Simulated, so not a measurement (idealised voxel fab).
Process module in this document: voxel self aligned vias
Displayed cross-section: cut, width of 190 nm, square cells sized 5 nm.
Notation: cross-section as square-cell grid; stated in bands, top first, going down; one or more cell rows per band. The band entry comprises the height of the band's top followed by the height of its bottom, expressed in nm, and subsequently the band's materials from left to right, each stated together with its width in nm. Where a single material is marked with the word "all across", that material fills the band from edge to edge. The word "empty" represents empty space. Heights are expressed relative to 0, this being the level below which the as-received wafer comprises one material exclusively. The lowest band is unbounded in the downward direction and is denoted as in "0 and below". Width "30->40": first value at the band's top row of cells, second value at its bottom row, equal change from row to row. Reading "no modification" for a step: not a cell of the cross-section changed in it. The entry "Enclosed empty spaces" lists the empty spaces that cover at least 8 cells and have no open path to the top. Each is written as width x height at distance, where the distance is measured from the left edge and all three values are in nm. Step line, after settings: the simulator's comment on this step. For masked steps, "overlay nm" on the step line gives how far right of plan the mask actually lay; a minus sign means it lay to the left.

# Planned process steps
1. RECEIVE with material Si
2. CONFORMAL_DEP with material SiO2, thk nm 10
3. CONFORMAL_DEP with material SiCN, thk nm 5
4. DIRECTIONAL_DEP with material lowk, thk nm 20
5. PATTERN with tone open, mask id LINES, material resist, width nm 20, pitch nm 55, thk nm 20, overlay nm 0
6. DIRECTIONAL_ETCH with etch materials lowk, depth nm 20
7. STRIP with etch materials resist
8. CONFORMAL_DEP with material TiN, thk nm 5
9. FILL_DEP with material W, thk nm 10
10. CMP with height nm 35
11. SELECTIVE_ETCH with etch materials W Ru TiN, depth nm 10
12. FILL_DEP with material SiN, thk nm 10
13. CMP with height nm 35
14. DIRECTIONAL_DEP with material lowk, thk nm 15
15. DIRECTIONAL_DEP with material aC, thk nm 15
16. PATTERN with tone open, mask id VIAS, material resist, width nm 30, pitch nm 55, thk nm 30, overlay nm 0
17. DIRECTIONAL_ETCH with etch materials aC, depth nm 15
18. STRIP with etch materials resist
19. DIRECTIONAL_ETCH with etch materials lowk, depth nm 15
20. DIRECTIONAL_ETCH with etch materials SiN, depth nm 10
21. STRIP with etch materials aC
22. CONFORMAL_DEP with material TiN, thk nm 5
23. FILL_DEP with material W, thk nm 10
24. CMP with height nm 50
25. CONFORMAL_DEP with material SiCN, thk nm 5

# This is the cross-section of the wafer as we received it, i.e. after step 1
* 0 and below = Si all across
* Enclosed empty spaces: none

# Run as planned - first of the two wafers cross-sectioned at the end of the module
* 55 down to 50 = SiCN all across
* 50 down to 40 = 25 lowk  5 TiN  20 W  5 TiN  25 lowk  5 TiN  20 W  5 TiN  25 lowk  5 TiN  20 W  5 TiN  25 lowk
* 40 down to 30 = 25->30 lowk  10->5 TiN  10 W  10->5 TiN  25->35 lowk  10->5 TiN  10 W  10->5 TiN  25->35 lowk  10->5 TiN  10 W  10->5 TiN  25->30 lowk
* 30 down to 25 = 30 lowk  20 TiN  35 lowk  20 TiN  35 lowk  20 TiN  30 lowk
* 25 down to 20 = 30 lowk  5 TiN  10 W  5 TiN  35 lowk  5 TiN  10 W  5 TiN  35 lowk  5 TiN  10 W  5 TiN  30 lowk
* 20 down to 15 = 30 lowk  20 TiN  35 lowk  20 TiN  35 lowk  20 TiN  30 lowk
* 15 down to 10 = SiCN all across
* 10 down to 0 = SiO2 all across
* 0 and below = Si all across
* Enclosed empty spaces: none

# Wafer two cross-section, module end. Start and plan unchanged from wafer one; one mistake made during the run
* 55 down to 50 = SiCN all across
* 50 down to 35 = 25 lowk  5 TiN  20 W  5 TiN  25 lowk  5 TiN  20 W  5 TiN  25 lowk  5 TiN  20 W  5 TiN  25 lowk
* 35 down to 30 = 25 SiN  10 TiN  10 W  10 TiN  25 SiN  10 TiN  10 W  10 TiN  25 SiN  10 TiN  10 W  10 TiN  25 SiN
* 30 down to 25 = 30 lowk  20 TiN  35 lowk  20 TiN  35 lowk  20 TiN  30 lowk
* 25 down to 20 = 30 lowk  20 SiN  35 lowk  20 SiN  35 lowk  20 SiN  30 lowk
* 20 down to 15 = 30 lowk  20 TiN  35 lowk  20 TiN  35 lowk  20 TiN  30 lowk
* 15 down to 10 = SiCN all across
* 10 down to 0 = SiO2 all across
* 0 and below = Si all across
* Enclosed empty spaces: none
Which mistake was made when the wafer was run? contrary to plan, step 10 was performed as CMP with height nm 30
In the final state, the cell counts of the second wafer exceed or fall short of those of the first for the following materials: SiN +32 | TiN -6 | lowk -26
